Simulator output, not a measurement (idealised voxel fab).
process module | voxel ribs on slabs
cross-section cut | 230 nm wide | cells 5 nm
A cross-section is a grid of square cells, given in bands from the top down. A band is one or more rows of cells.
Each band's line starts with the height of the band's top and of its bottom, in nm. Then come its materials from left to right, each with its width in nm. One material with "throughout" fills the band from edge to edge. "air" is empty space.
Height 0 is the level under which the wafer as received is all one material. The lowest band goes on downwards, as in "0 down".
A width such as "30 to 40" changes by the same amount from each row of cells to the next, from the band's top row to its bottom row.
"no change" after a step means that no cell of the cross-section changed.
closed voids: empty space of 8 cells or more with no open way to the top, each as width x height at its distance from the left edge, in nm
after a step's settings: what the simulator itself notes on the step
overlay nm, on a step with a mask: how far to the right of its planned place the mask lay; to the left if negative
plan
1 op RECEIVE | material Si
2 op DIRECTIONAL_DEP | material SiO2 | thk nm 30
3 op DIRECTIONAL_DEP | material SiN | thk nm 25
4 op DIRECTIONAL_DEP | material aC | thk nm 10
5 op PATTERN | tone cover | mask id RIB | material resist | width nm 25 | thk nm 25 | overlay nm 0
6 op DIRECTIONAL_ETCH | etch materials aC | depth nm 10
7 op STRIP | etch materials resist
8 op DIRECTIONAL_ETCH | etch materials SiN | depth nm 10
9 op STRIP | etch materials aC
10 op DIRECTIONAL_DEP | material aC | thk nm 15
11 op PATTERN | tone cover | mask id SLAB | material resist | width nm 85 | thk nm 30 | overlay nm 0
12 op DIRECTIONAL_ETCH | etch materials aC | depth nm 15
13 op STRIP | etch materials resist
14 op DIRECTIONAL_ETCH | etch materials SiN | depth nm 15
15 op STRIP | etch materials aC
16 op FILL_DEP | material SiO2 | thk nm 15
17 op CMP | height nm 65
18 op DIRECTIONAL_DEP | material TiN | thk nm 5
19 op PATTERN | tone cover | mask id HEATER | material resist | width nm 35 | thk nm 20 | overlay nm 0
20 op DIRECTIONAL_ETCH | etch materials TiN | depth nm 5
21 op STRIP | etch materials resist
22 op CONFORMAL_DEP | material SiN | thk nm 10
first wafer, as planned
as received, after step 1
  0 down: Si throughout
  closed voids: none
after step 2
  30 to 0: SiO2 throughout
  below 0: unchanged
after step 3
  55 to 30: SiN throughout
  below 30: unchanged
after step 4
  65 to 55: aC throughout
  below 55: unchanged
after step 5
  90 to 65: air 100 | resist 25 | air 105
  below 65: unchanged
after step 6
  80 to 65: air 100 | resist 25 | air 105
  65 to 55: air 100 | aC 25 | air 105
  below 55: unchanged
after step 7
  65 to 55: air 100 | aC 25 | air 105
  below 55: unchanged
after step 8
  65 to 55: air 100 | aC 25 | air 105
  55 to 45: air 100 | SiN 25 | air 105
  below 45: unchanged
after step 9
  55 to 45: air 100 | SiN 25 | air 105
  below 45: unchanged
after step 10
  70 to 60: air 100 | aC 25 | air 105
  60 to 55: aC throughout
  55 to 45: aC 100 | SiN 25 | aC 105
  below 45: unchanged
after step 11
  100 to 70: air 70 | resist 85 | air 75
  70 to 60: air 70 | resist 30 | aC 25 | resist 30 | air 75
  below 60: unchanged
after step 12
  85 to 70: air 70 | resist 85 | air 75
  70 to 60: air 70 | resist 30 | aC 25 | resist 30 | air 75
  60 to 55: air 70 | aC 85 | air 75
  55 to 45: air 70 | aC 30 | SiN 25 | aC 30 | air 75
  below 45: unchanged
after step 13
  70 to 60: air 100 | aC 25 | air 105
  below 60: unchanged
after step 14
  70 to 60: air 100 | aC 25 | air 105
  60 to 55: air 70 | aC 85 | air 75
  55 to 45: air 70 | aC 30 | SiN 25 | aC 30 | air 75
  45 to 30: air 70 | SiN 85 | air 75
  below 30: unchanged
after step 15
  55 to 45: air 100 | SiN 25 | air 105
  below 45: unchanged
after step 16
  70 to 55: SiO2 throughout
  55 to 45: SiO2 100 | SiN 25 | SiO2 105
  45 to 30: SiO2 70 | SiN 85 | SiO2 75
  below 30: unchanged
after step 17
  65 to 55: SiO2 throughout
  below 55: unchanged
after step 18
  70 to 65: TiN throughout
  below 65: unchanged
after step 19
  90 to 70: air 95 | resist 35 | air 100
  below 70: unchanged
after step 20
  90 to 70: air 95 | resist 35 | air 100
  70 to 65: air 95 | TiN 35 | air 100
  below 65: unchanged
after step 21
  70 to 65: air 95 | TiN 35 | air 100
  below 65: unchanged
after step 22
  80 to 75: air 85 | SiN 55 | air 90
  75 to 70: SiN throughout
  70 to 65: SiN 95 | TiN 35 | SiN 100
  below 65: unchanged
second wafer: like start, like plan, one mistake. Through step 1 it matches the first wafer
when step 2 should have ended
  60 to 0: SiO2 throughout
  below 0: unchanged
when step 3 should have ended
  85 to 60: SiN throughout
  below 60: unchanged
when step 4 should have ended
  95 to 85: aC throughout
  below 85: unchanged
when step 5 should have ended
  120 to 95: air 100 | resist 25 | air 105
  below 95: unchanged
when step 6 should have ended
  110 to 95: air 100 | resist 25 | air 105
  95 to 85: air 100 | aC 25 | air 105
  below 85: unchanged
when step 7 should have ended
  95 to 85: air 100 | aC 25 | air 105
  below 85: unchanged
when step 8 should have ended
  95 to 85: air 100 | aC 25 | air 105
  85 to 75: air 100 | SiN 25 | air 105
  below 75: unchanged
when step 9 should have ended
  85 to 75: air 100 | SiN 25 | air 105
  below 75: unchanged
when step 10 should have ended
  100 to 90: air 100 | aC 25 | air 105
  90 to 85: aC throughout
  85 to 75: aC 100 | SiN 25 | aC 105
  below 75: unchanged
when step 11 should have ended
  130 to 100: air 70 | resist 85 | air 75
  100 to 90: air 70 | resist 30 | aC 25 | resist 30 | air 75
  below 90: unchanged
when step 12 should have ended
  115 to 100: air 70 | resist 85 | air 75
  100 to 90: air 70 | resist 30 | aC 25 | resist 30 | air 75
  90 to 85: air 70 | aC 85 | air 75
  85 to 75: air 70 | aC 30 | SiN 25 | aC 30 | air 75
  below 75: unchanged
when step 13 should have ended
  100 to 90: air 100 | aC 25 | air 105
  below 90: unchanged
when step 14 should have ended
  100 to 90: air 100 | aC 25 | air 105
  90 to 85: air 70 | aC 85 | air 75
  85 to 75: air 70 | aC 30 | SiN 25 | aC 30 | air 75
  75 to 60: air 70 | SiN 85 | air 75
  below 60: unchanged
when step 15 should have ended
  85 to 75: air 100 | SiN 25 | air 105
  below 75: unchanged
when step 16 should have ended
  100 to 85: SiO2 throughout
  85 to 75: SiO2 100 | SiN 25 | SiO2 105
  75 to 60: SiO2 70 | SiN 85 | SiO2 75
  below 60: unchanged
when step 17 should have ended
  65 to 60: SiO2 70 | SiN 85 | SiO2 75
  below 60: unchanged
when step 18 should have ended
  70 to 65: TiN throughout
  below 65: unchanged
when step 19 should have ended
  90 to 70: air 95 | resist 35 | air 100
  below 70: unchanged
when step 20 should have ended
  90 to 70: air 95 | resist 35 | air 100
  70 to 65: air 95 | TiN 35 | air 100
  below 65: unchanged
when step 21 should have ended
  70 to 65: air 95 | TiN 35 | air 100
  below 65: unchanged
when step 22 should have ended
  80 to 75: air 85 | SiN 55 | air 90
  75 to 70: SiN throughout
  70 to 65: SiN 95 | TiN 35 | SiN 100
  below 65: unchanged
what went wrong: step 2 was run twice
at the end the second wafer has, in cells: 44 fewer of SiN | 44 more of SiO2
